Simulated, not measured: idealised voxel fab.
Module name: voxel released beams (process module)
Xsec cut, 200 nm wide, square cell size 5 nm.
Cross-section, as written here: a square-cell grid given band by band from the top down, where a band holds one or more rows of cells. Top, bottom (nm), then materials left to right with widths (nm); lone material tagged "everywhere" fills the whole band edge to edge; "empty" = empty space. Height is counted from the level 0, under which the received wafer is composed throughout of one material. The lowest of the bands is not closed at the bottom but continues downward, in the notation "0 nm and below". Note: "30 to 40" means the width goes from the first number (top row of the band) to the second number (bottom row) in equal steps per row of cells. Given "same as before" for a step, no cell of the cross-section differs between before and after that step. Heads up: "Sealed void inventory" only lists the empty pockets with no open path to the top that are 8 cells or more, and it writes them as width x height at distance, distance from the left edge, in nm. Read whatever lies past the settings on a step's line as the simulator's own remark about the step. overlay nm: where the mask lay relative to plan, measured to the right, on steps with a mask; negatives go left.
The process steps that were planned are listed below
step 1: RECEIVE [material Si]
step 2: CONFORMAL_DEP [material Al2O3] [thk nm 5]
step 3: DIRECTIONAL_DEP [material SiO2] [thk nm 15]
step 4: DIRECTIONAL_DEP [material aC] [thk nm 10]
step 5: PATTERN [tone open] [mask id ANCHOR] [material resist] [width nm 25] [thk nm 30] [overlay nm 0]
step 6: DIRECTIONAL_ETCH [etch materials aC] [depth nm 10]
step 7: STRIP [etch materials resist]
step 8: DIRECTIONAL_ETCH [etch materials SiO2] [depth nm 15]
step 9: STRIP [etch materials aC]
step 10: CONFORMAL_DEP [material W] [thk nm 10]
step 11: PATTERN [tone cover] [mask id BEAM] [material resist] [width nm 70] [thk nm 15] [overlay nm 0]
step 12: DIRECTIONAL_ETCH [etch materials W] [depth nm 10]
step 13: STRIP [etch materials resist]
step 14: STRIP [etch materials SiO2]
Delivered wafer in cross-section: state after step 1
> 0 nm and below  Si everywhere
> Sealed void inventory: none
End-of-module cross-section. Starting structure and process plan as above; one mistake made in running it
> 25 nm to 20 nm  empty (60), W (10), empty (15), W (45), empty (70)
> 20 nm to 10 nm  empty (65), W (5), empty (15), W (5), empty (110)
> 10 nm to 5 nm  empty (65), W (25), empty (110)
> 5 nm to 0 nm  Al2O3 everywhere
> 0 nm and below  Si everywhere
> Sealed void inventory: none
Nonconformance to the process plan: the process deviated at step 10: the operation and settings actually run there were CONFORMAL_DEP [material W] [thk nm 5]
